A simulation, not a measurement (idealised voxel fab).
Process module heading - voxel tone inversion
Shown is cross-section cut, with a width of 145 nm and square cells of size 5 nm.
Throughout this document, each cross-section is represented as a grid of square cells and is presented as a sequence of bands enumerated from the top downward, where a band comprises one or more rows of cells.
The entry gives the band's vertical extent as a top height and a bottom height in nm, then its horizontal make-up as materials from left to right, each with a width in nm. "air" stands for empty space; a single material marked "all across" fills the band edge to edge.
Basically, 0 is our baseline, since under it the wafer straight out of the box is all one material. The bottom band has no lower end and keeps on going down, so it looks like "from 0 down".
A width such as "30->40" changes by the same amount from each row of cells to the next, from the band's top row to its bottom row.
It should be understood that the words "changes: none", when stated for a given step, signify that the cross-section underwent no change in any of its cells during that step.
Look at "Sealed void list" for the closed voids: empty spaces with no open path to the top, sized 8 cells or up. Each is width x height at distance, distance from the left edge, all nm.
Whatever follows a step's settings on its line is a remark the simulator itself makes about that step.
overlay nm: right-of-plan distance of the mask on a masked step; negative values mean left-of-plan.
-- List of planned process steps
step 1: RECEIVE: material Si
step 2: CONFORMAL_DEP: material SiN, thk nm 10
step 3: DIRECTIONAL_DEP: material polySi, thk nm 15
step 4: PATTERN: tone cover, mask id POSTS, material resist, width nm 15, pitch nm 30, thk nm 25, overlay nm 0
step 5: DIRECTIONAL_ETCH: etch materials polySi, depth nm 15
step 6: STRIP: etch materials resist
step 7: FILL_DEP: material SiO2, thk nm 10
step 8: CMP: height nm 25
step 9: STRIP: etch materials polySi
step 10: CONFORMAL_DEP: material TiN, thk nm 5
step 11: FILL_DEP: material Ru, thk nm 10
step 12: CMP: height nm 25
step 13: CONFORMAL_DEP: material SiCN, thk nm 5
Variable across wafers: step 10 thk nm (plan value is that of the first wafer; starting state common to all).
-- Received wafers, first of several: cross-section after step 1
- from 0 down = Si all across
- Sealed void list: none
-- first wafer at the end, after step 13
- from 30 to 25 = SiCN all across
- from 25 to 15 = 35 nm SiO2; 5 nm TiN; 5 nm Ru; 5 nm TiN; 15 nm SiO2; 5 nm TiN; 5 nm Ru; 5 nm TiN; 15 nm SiO2; 5 nm TiN; 5 nm Ru; 5 nm TiN; 35 nm SiO2
- from 15 to 10 = 35 nm SiO2; 15 nm TiN; 15 nm SiO2; 15 nm TiN; 15 nm SiO2; 15 nm TiN; 35 nm SiO2
- from 10 to 0 = SiN all across
- from 0 down = Si all across
- Sealed void list: none
-- Last wafer, end of module, cross-section
- from 30 to 25 = SiCN all across
- from 25 to 10 = 35 nm SiO2; 15 nm TiN; 15 nm SiO2; 15 nm TiN; 15 nm SiO2; 15 nm TiN; 35 nm SiO2
- from 10 to 0 = SiN all across
- from 0 down = Si all across
- Sealed void list: none
-- Basically each wafer gets a line in the table, showing it at the end of the module: material by material, the cells it gained (+) or lost (-) since we got it, then its closed voids
thk nm 5, +6 Ru, +29 SiCN, +58 SiN, +60 SiO2, +21 TiN, Sealed void list: none
thk nm 10, +29 SiCN, +58 SiN, +60 SiO2, +27 TiN, Sealed void list: none
thk nm 15, +29 SiCN, +58 SiN, +60 SiO2, +27 TiN, Sealed void list: none
thk nm 20, +29 SiCN, +58 SiN, +60 SiO2, +27 TiN, Sealed void list: none
